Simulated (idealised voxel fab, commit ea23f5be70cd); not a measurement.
process module | voxel self aligned contacts
Cross-section cut: width 220 nm, square cells of 5 nm.
Each cross-section below is a grid of square cells, stated as bands in top-down order, with one or more rows of cells making up each band. Read a band's entry like this: the first values are the height of its top and the height of its bottom in nm, and what follows is the sequence of materials from left to right, each with its width in nm. Note that "empty" is empty space, and that a single material marked "full width" reaches across the band from edge to edge. The reference from which all heights are counted is 0, the level beneath which the as-received wafer is entirely one material; the lowest band, having no lower bound, proceeds downward and is written after the example "0 and below". The expression "30->40" gives the width at the extremes of the band, the first number at its top row of cells and the second at its bottom row, with the width changing by equal amounts from each row to the next in between. No cell of the cross-section changed in a step that is given as "changes: none". The list in "Enclosed internal voids" covers empty spaces of 8 cells or more that cannot reach the top through any open way, and it gives each as width x height at distance; the distance is from the left edge, and width, height and distance are in nm. What comes after the settings on a step's line is commentary from the simulator itself on that step. The line of a step may include "overlay nm". On a step with a mask, this value is how far to the right of its planned place the mask lay. A negative value means the mask lay to the left.
**plan**
1: op RECEIVE | material Si
2: op CONFORMAL_DEP | material SiO2 | thk nm 5
3: op DIRECTIONAL_DEP | material polySi | thk nm 20
4: op DIRECTIONAL_DEP | material SiN | thk nm 15
5: op DIRECTIONAL_DEP | material aC | thk nm 15
6: op PATTERN | tone cover | mask id GATE | material resist | width nm 30 | pitch nm 65 | thk nm 35 | overlay nm 0
7: op DIRECTIONAL_ETCH | etch materials aC | depth nm 15
8: op STRIP | etch materials resist
9: op DIRECTIONAL_ETCH | etch materials SiN | depth nm 15
10: op DIRECTIONAL_ETCH | etch materials polySi | depth nm 20
11: op STRIP | etch materials aC
12: op CONFORMAL_DEP | material SiN | thk nm 5
13: op DIRECTIONAL_ETCH | etch materials SiN | depth nm 5
14: op FILL_DEP | material SiO2 | thk nm 15
15: op CMP | height nm 45
16: op MASKED_ETCH | tone open | mask id CONTACT | width nm 45 | etch materials SiO2 | depth nm 45 | overlay nm 0
17: op CONFORMAL_DEP | material TiN | thk nm 5
18: op FILL_DEP | material Ru | thk nm 10
19: op CMP | height nm 45
20: op CONFORMAL_DEP | material SiCN | thk nm 5
**Wafer at receipt (post step 1), cross-section**
- 0 and below | Si full width
- Enclosed internal voids: none
**First of two wafers: cross-section at end of module, run per plan**
- 50 down to 45 | SiCN full width
- 45 down to 40 | 85 nm SiO2, 15 nm TiN, 15 nm Ru, 15 nm TiN, 90 nm SiO2
- 40 down to 25 | 55 nm SiO2, 40 nm SiN, 5 nm TiN, 15 nm Ru, 5 nm TiN, 40 nm SiN, 60 nm SiO2
- 25 down to 5 | 55 nm SiO2, 5 nm SiN, 30 nm polySi, 5 nm SiN, 5 nm TiN, 15 nm Ru, 5 nm TiN, 5 nm SiN, 30 nm polySi, 5 nm SiN, 60 nm SiO2
- 5 down to 0 | 95 nm SiO2, 25 nm TiN, 100 nm SiO2
- 0 and below | Si full width
- Enclosed internal voids: none
**Cross-sectional view of the second of two wafers upon completion of the module. This wafer shared its starting condition and process plan with the first; one error was made during its execution**
- 50 down to 45 | SiCN full width
- 45 down to 40 | polySi full width
- 40 down to 25 | 55 nm polySi, 40 nm SiN, 25 nm polySi, 40 nm SiN, 60 nm polySi
- 25 down to 5 | 55 nm polySi, 5 nm SiN, 30 nm polySi, 5 nm SiN, 25 nm polySi, 5 nm SiN, 30 nm polySi, 5 nm SiN, 60 nm polySi
- 5 down to 0 | SiO2 full width
- 0 and below | Si full width
- Enclosed internal voids: none
Plan not followed: for step 14, the planned setting was not used; the step was instead run as op FILL_DEP | material polySi | thk nm 15
Heads up, by the end the second wafer has more or fewer cells of some materials compared to the first: Ru: 24 fewer, SiO2: 191 fewer, TiN: 25 fewer, polySi: 240 more
